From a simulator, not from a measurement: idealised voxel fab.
A process module follows: voxel self aligned vias.
280 nm wide, 5 nm square cells: that's cross-section cut.
This document writes a cross-section as a grid whose cells are square, and gives it as bands, listed from the top down; one or more rows of cells form a band.
Per band: top height and bottom height in nm, followed by the left-to-right materials and their widths in nm; "everywhere" marks a single material spanning edge to edge, "air" marks empty space.
Heights from 0 (as-received wafer is one material below). Bottom band endless downward, as "0 -> down".
A width given as "30..40" starts at the first number in the band's top row and ends at the second number in its bottom row, shifting by an equal amount at every step from row to row.
When a step is marked "no alterations made", none of the cells in the cross-section changed during that step.
The list in "Sealed internal cavities" covers empty spaces of 8 cells or more that cannot reach the top through any open way, and it gives each as width x height at distance; the distance is from the left edge, and width, height and distance are in nm.
On a step's line, text after the settings is the simulator commenting on that step.
"overlay nm" answers the question of how far to the right of plan the mask lay on a step that has a mask, and when it is negative the answer is to the left.
[plan]
1) RECEIVE,material Si
2) CONFORMAL_DEP,material SiO2,thk nm 15
3) CONFORMAL_DEP,material SiCN,thk nm 5
4) DIRECTIONAL_DEP,material SiO2,thk nm 30
5) DIRECTIONAL_DEP,material aC,thk nm 10
6) PATTERN,tone open,mask id LINES,material resist,width nm 20,pitch nm 45,thk nm 25,overlay nm 0
7) DIRECTIONAL_ETCH,etch materials aC,depth nm 10
8) STRIP,etch materials resist
9) DIRECTIONAL_ETCH,etch materials SiO2,depth nm 30
10) STRIP,etch materials aC
11) CONFORMAL_DEP,material TiN,thk nm 5
12) FILL_DEP,material Ru,thk nm 5
13) CMP,height nm 50
14) SELECTIVE_ETCH,etch materials W Ru TiN,depth nm 10
15) FILL_DEP,material SiN,thk nm 5
16) CMP,height nm 50
17) DIRECTIONAL_DEP,material SiO2,thk nm 15
18) DIRECTIONAL_DEP,material aC,thk nm 10
19) PATTERN,tone open,mask id VIAS,material resist,width nm 30,thk nm 25,overlay nm 0
20) DIRECTIONAL_ETCH,etch materials aC,depth nm 10
21) STRIP,etch materials resist
22) DIRECTIONAL_ETCH,etch materials SiO2,depth nm 15
23) DIRECTIONAL_ETCH,etch materials SiN,depth nm 10
24) STRIP,etch materials aC
25) CONFORMAL_DEP,material TiN,thk nm 5
26) FILL_DEP,material Ru,thk nm 10
27) CMP,height nm 65
28) CONFORMAL_DEP,material SiCN,thk nm 5
[First of two wafers, processed according to plan]
[Cross-section of the wafer at receipt, which is the condition after step 1]
	0 -> down  Si everywhere
	Sealed internal cavities: none
[Once step 2 is through, the wafer looks like this in cross-section]
	15 -> 0  SiO2 everywhere
	Unchanged below 0.
[Once step 3 is through, the wafer looks like this in cross-section]
	20 -> 15  SiCN everywhere
	Unchanged below 15.
[Once step 4 is through, the wafer looks like this in cross-section]
	50 -> 20  SiO2 everywhere
	Unchanged below 20.
[Once step 5 is through, the wafer looks like this in cross-section]
	60 -> 50  aC everywhere
	Unchanged below 50.
[Once step 6 is through, the wafer looks like this in cross-section]
	85 -> 60  105 nm resist, 20 nm air, 25 nm resist, 20 nm air, 110 nm resist
	Unchanged below 60.
[Once step 7 is through, the wafer looks like this in cross-section]
	75 -> 60  105 nm resist, 20 nm air, 25 nm resist, 20 nm air, 110 nm resist
	60 -> 50  105 nm aC, 20 nm air, 25 nm aC, 20 nm air, 110 nm aC
	Unchanged below 50.
[Once step 8 is through, the wafer looks like this in cross-section]
	60 -> 50  105 nm aC, 20 nm air, 25 nm aC, 20 nm air, 110 nm aC
	Unchanged below 50.
[Once step 9 is through, the wafer looks like this in cross-section]
	60 -> 50  105 nm aC, 20 nm air, 25 nm aC, 20 nm air, 110 nm aC
	50 -> 20  105 nm SiO2, 20 nm air, 25 nm SiO2, 20 nm air, 110 nm SiO2
	Unchanged below 20.
[Once step 10 is through, the wafer looks like this in cross-section]
	50 -> 20  105 nm SiO2, 20 nm air, 25 nm SiO2, 20 nm air, 110 nm SiO2
	Unchanged below 20.
[Once step 11 is through, the wafer looks like this in cross-section]
	55 -> 50  110 nm TiN, 10 nm air, 35 nm TiN, 10 nm air, 115 nm TiN
	50 -> 25  105 nm SiO2, 5 nm TiN, 10 nm air, 5 nm TiN, 25 nm SiO2, 5 nm TiN, 10 nm air, 5 nm TiN, 110 nm SiO2
	25 -> 20  105 nm SiO2, 20 nm TiN, 25 nm SiO2, 20 nm TiN, 110 nm SiO2
	Unchanged below 20.
[Once step 12 is through, the wafer looks like this in cross-section]
	60 -> 55  Ru everywhere
	55 -> 50  110 nm TiN, 10 nm Ru, 35 nm TiN, 10 nm Ru, 115 nm TiN
	50 -> 25  105 nm SiO2, 5 nm TiN, 10 nm Ru, 5 nm TiN, 25 nm SiO2, 5 nm TiN, 10 nm Ru, 5 nm TiN, 110 nm SiO2
	Unchanged below 25.
[Once step 13 is through, the wafer looks like this in cross-section]
	50 -> 25  105 nm SiO2, 5 nm TiN, 10 nm Ru, 5 nm TiN, 25 nm SiO2, 5 nm TiN, 10 nm Ru, 5 nm TiN, 110 nm SiO2
	Unchanged below 25.
[Once step 14 is through, the wafer looks like this in cross-section]
	50 -> 40  105 nm SiO2, 20 nm air, 25 nm SiO2, 20 nm air, 110 nm SiO2
	Unchanged below 40.
[Once step 15 is through, the wafer looks like this in cross-section]
	55 -> 50  SiN everywhere
	50 -> 40  105 nm SiO2, 20 nm SiN, 25 nm SiO2, 20 nm SiN, 110 nm SiO2
	Unchanged below 40.
[Once step 16 is through, the wafer looks like this in cross-section]
	50 -> 40  105 nm SiO2, 20 nm SiN, 25 nm SiO2, 20 nm SiN, 110 nm SiO2
	Unchanged below 40.
[Once step 17 is through, the wafer looks like this in cross-section]
	65 -> 50  SiO2 everywhere
	Unchanged below 50.
[Once step 18 is through, the wafer looks like this in cross-section]
	75 -> 65  aC everywhere
	Unchanged below 65.
[Once step 19 is through, the wafer looks like this in cross-section]
	100 -> 75  100 nm resist, 30 nm air, 150 nm resist
	Unchanged below 75.
[Once step 20 is through, the wafer looks like this in cross-section]
	90 -> 75  100 nm resist, 30 nm air, 150 nm resist
	75 -> 65  100 nm aC, 30 nm air, 150 nm aC
	Unchanged below 65.
[Once step 21 is through, the wafer looks like this in cross-section]
	75 -> 65  100 nm aC, 30 nm air, 150 nm aC
	Unchanged below 65.
[Once step 22 is through, the wafer looks like this in cross-section]
	75 -> 65  100 nm aC, 30 nm air, 150 nm aC
	65 -> 50  100 nm SiO2, 30 nm air, 150 nm SiO2
	Unchanged below 50.
[Once step 23 is through, the wafer looks like this in cross-section]
	75 -> 65  100 nm aC, 30 nm air, 150 nm aC
	65 -> 50  100 nm SiO2, 30 nm air, 150 nm SiO2
	50 -> 40  105 nm SiO2, 20 nm air, 25 nm SiO2, 20 nm SiN, 110 nm SiO2
	Unchanged below 40.
[Once step 24 is through, the wafer looks like this in cross-section]
	65 -> 50  100 nm SiO2, 30 nm air, 150 nm SiO2
	Unchanged below 50.
[Once step 25 is through, the wafer looks like this in cross-section]
	70 -> 65  105 nm TiN, 20 nm air, 155 nm TiN
	65 -> 55  100 nm SiO2, 5 nm TiN, 20 nm air, 5 nm TiN, 150 nm SiO2
	55 -> 50  100 nm SiO2, 10 nm TiN, 10 nm air, 10 nm TiN, 150 nm SiO2
	50 -> 45  105 nm SiO2, 5 nm TiN, 10 nm air, 5 nm TiN, 25 nm SiO2, 20 nm SiN, 110 nm SiO2
	45 -> 40  105 nm SiO2, 20 nm TiN, 25 nm SiO2, 20 nm SiN, 110 nm SiO2
	Unchanged below 40.
[Once step 26 is through, the wafer looks like this in cross-section]
	80 -> 70  Ru everywhere
	70 -> 65  105 nm TiN, 20 nm Ru, 155 nm TiN
	65 -> 55  100 nm SiO2, 5 nm TiN, 20 nm Ru, 5 nm TiN, 150 nm SiO2
	55 -> 50  100 nm SiO2, 10 nm TiN, 10 nm Ru, 10 nm TiN, 150 nm SiO2
	50 -> 45  105 nm SiO2, 5 nm TiN, 10 nm Ru, 5 nm TiN, 25 nm SiO2, 20 nm SiN, 110 nm SiO2
	Unchanged below 45.
[Once step 27 is through, the wafer looks like this in cross-section]
	65 -> 55  100 nm SiO2, 5 nm TiN, 20 nm Ru, 5 nm TiN, 150 nm SiO2
	Unchanged below 55.
[Once step 28 is through, the wafer looks like this in cross-section]
	70 -> 65  SiCN everywhere
	Unchanged below 65.
[Wafer two. Identical start, identical plan. One mistake in execution. Identical history through step 1]
[At the planned end of step 2, the second wafer in cross-section]
	30 -> 0  SiO2 everywhere
	Unchanged below 0.
[At the planned end of step 3, the second wafer in cross-section]
	35 -> 30  SiCN everywhere
	Unchanged below 30.
[At the planned end of step 4, the second wafer in cross-section]
	65 -> 35  SiO2 everywhere
	Unchanged below 35.
[At the planned end of step 5, the second wafer in cross-section]
	75 -> 65  aC everywhere
	Unchanged below 65.
[At the planned end of step 6, the second wafer in cross-section]
	100 -> 75  105 nm resist, 20 nm air, 25 nm resist, 20 nm air, 110 nm resist
	Unchanged below 75.
[At the planned end of step 7, the second wafer in cross-section]
	90 -> 75  105 nm resist, 20 nm air, 25 nm resist, 20 nm air, 110 nm resist
	75 -> 65  105 nm aC, 20 nm air, 25 nm aC, 20 nm air, 110 nm aC
	Unchanged below 65.
[At the planned end of step 8, the second wafer in cross-section]
	75 -> 65  105 nm aC, 20 nm air, 25 nm aC, 20 nm air, 110 nm aC
	Unchanged below 65.
[At the planned end of step 9, the second wafer in cross-section]
	75 -> 65  105 nm aC, 20 nm air, 25 nm aC, 20 nm air, 110 nm aC
	65 -> 35  105 nm SiO2, 20 nm air, 25 nm SiO2, 20 nm air, 110 nm SiO2
	Unchanged below 35.
[At the planned end of step 10, the second wafer in cross-section]
	65 -> 35  105 nm SiO2, 20 nm air, 25 nm SiO2, 20 nm air, 110 nm SiO2
	Unchanged below 35.
[At the planned end of step 11, the second wafer in cross-section]
	70 -> 65  110 nm TiN, 10 nm air, 35 nm TiN, 10 nm air, 115 nm TiN
	65 -> 40  105 nm SiO2, 5 nm TiN, 10 nm air, 5 nm TiN, 25 nm SiO2, 5 nm TiN, 10 nm air, 5 nm TiN, 110 nm SiO2
	40 -> 35  105 nm SiO2, 20 nm TiN, 25 nm SiO2, 20 nm TiN, 110 nm SiO2
	Unchanged below 35.
[At the planned end of step 12, the second wafer in cross-section]
	75 -> 70  Ru everywhere
	70 -> 65  110 nm TiN, 10 nm Ru, 35 nm TiN, 10 nm Ru, 115 nm TiN
	65 -> 40  105 nm SiO2, 5 nm TiN, 10 nm Ru, 5 nm TiN, 25 nm SiO2, 5 nm TiN, 10 nm Ru, 5 nm TiN, 110 nm SiO2
	Unchanged below 40.
[At the planned end of step 13, the second wafer in cross-section]
	50 -> 40  105 nm SiO2, 5 nm TiN, 10 nm Ru, 5 nm TiN, 25 nm SiO2, 5 nm TiN, 10 nm Ru, 5 nm TiN, 110 nm SiO2
	Unchanged below 40.
[At the planned end of step 14, the second wafer in cross-section]
	50 -> 40  105 nm SiO2, 20 nm air, 25 nm SiO2, 20 nm air, 110 nm SiO2
	Unchanged below 40.
[At the planned end of step 15, the second wafer in cross-section]
	55 -> 50  SiN everywhere
	50 -> 40  105 nm SiO2, 20 nm SiN, 25 nm SiO2, 20 nm SiN, 110 nm SiO2
	Unchanged below 40.
[At the planned end of step 16, the second wafer in cross-section]
	50 -> 40  105 nm SiO2, 20 nm SiN, 25 nm SiO2, 20 nm SiN, 110 nm SiO2
	Unchanged below 40.
[At the planned end of step 17, the second wafer in cross-section]
	65 -> 50  SiO2 everywhere
	Unchanged below 50.
[At the planned end of step 18, the second wafer in cross-section]
	75 -> 65  aC everywhere
	Unchanged below 65.
[At the planned end of step 19, the second wafer in cross-section]
	100 -> 75  100 nm resist, 30 nm air, 150 nm resist
	Unchanged below 75.
[At the planned end of step 20, the second wafer in cross-section]
	90 -> 75  100 nm resist, 30 nm air, 150 nm resist
	75 -> 65  100 nm aC, 30 nm air, 150 nm aC
	Unchanged below 65.
[At the planned end of step 21, the second wafer in cross-section]
	75 -> 65  100 nm aC, 30 nm air, 150 nm aC
	Unchanged below 65.
[At the planned end of step 22, the second wafer in cross-section]
	75 -> 65  100 nm aC, 30 nm air, 150 nm aC
	65 -> 50  100 nm SiO2, 30 nm air, 150 nm SiO2
	Unchanged below 50.
[At the planned end of step 23, the second wafer in cross-section]
	75 -> 65  100 nm aC, 30 nm air, 150 nm aC
	65 -> 50  100 nm SiO2, 30 nm air, 150 nm SiO2
	50 -> 40  105 nm SiO2, 20 nm air, 25 nm SiO2, 20 nm SiN, 110 nm SiO2
	Unchanged below 40.
[At the planned end of step 24, the second wafer in cross-section]
	65 -> 50  100 nm SiO2, 30 nm air, 150 nm SiO2
	Unchanged below 50.
[At the planned end of step 25, the second wafer in cross-section]
	70 -> 65  105 nm TiN, 20 nm air, 155 nm TiN
	65 -> 55  100 nm SiO2, 5 nm TiN, 20 nm air, 5 nm TiN, 150 nm SiO2
	55 -> 50  100 nm SiO2, 10 nm TiN, 10 nm air, 10 nm TiN, 150 nm SiO2
	50 -> 45  105 nm SiO2, 5 nm TiN, 10 nm air, 5 nm TiN, 25 nm SiO2, 20 nm SiN, 110 nm SiO2
	45 -> 40  105 nm SiO2, 20 nm TiN, 25 nm SiO2, 20 nm SiN, 110 nm SiO2
	Unchanged below 40.
[At the planned end of step 26, the second wafer in cross-section]
	80 -> 70  Ru everywhere
	70 -> 65  105 nm TiN, 20 nm Ru, 155 nm TiN
	65 -> 55  100 nm SiO2, 5 nm TiN, 20 nm Ru, 5 nm TiN, 150 nm SiO2
	55 -> 50  100 nm SiO2, 10 nm TiN, 10 nm Ru, 10 nm TiN, 150 nm SiO2
	50 -> 45  105 nm SiO2, 5 nm TiN, 10 nm Ru, 5 nm TiN, 25 nm SiO2, 20 nm SiN, 110 nm SiO2
	Unchanged below 45.
[At the planned end of step 27, the second wafer in cross-section]
	65 -> 55  100 nm SiO2, 5 nm TiN, 20 nm Ru, 5 nm TiN, 150 nm SiO2
	Unchanged below 55.
[At the planned end of step 28, the second wafer in cross-section]
	70 -> 65  SiCN everywhere
	Unchanged below 65.
Here's what went sideways: step 2 of the plan was performed twice
Wrapping up, a cell-based count of both wafers puts the second over or under the first for these materials: Ru: 12 fewer; SiO2: 24 more; TiN: 12 fewer
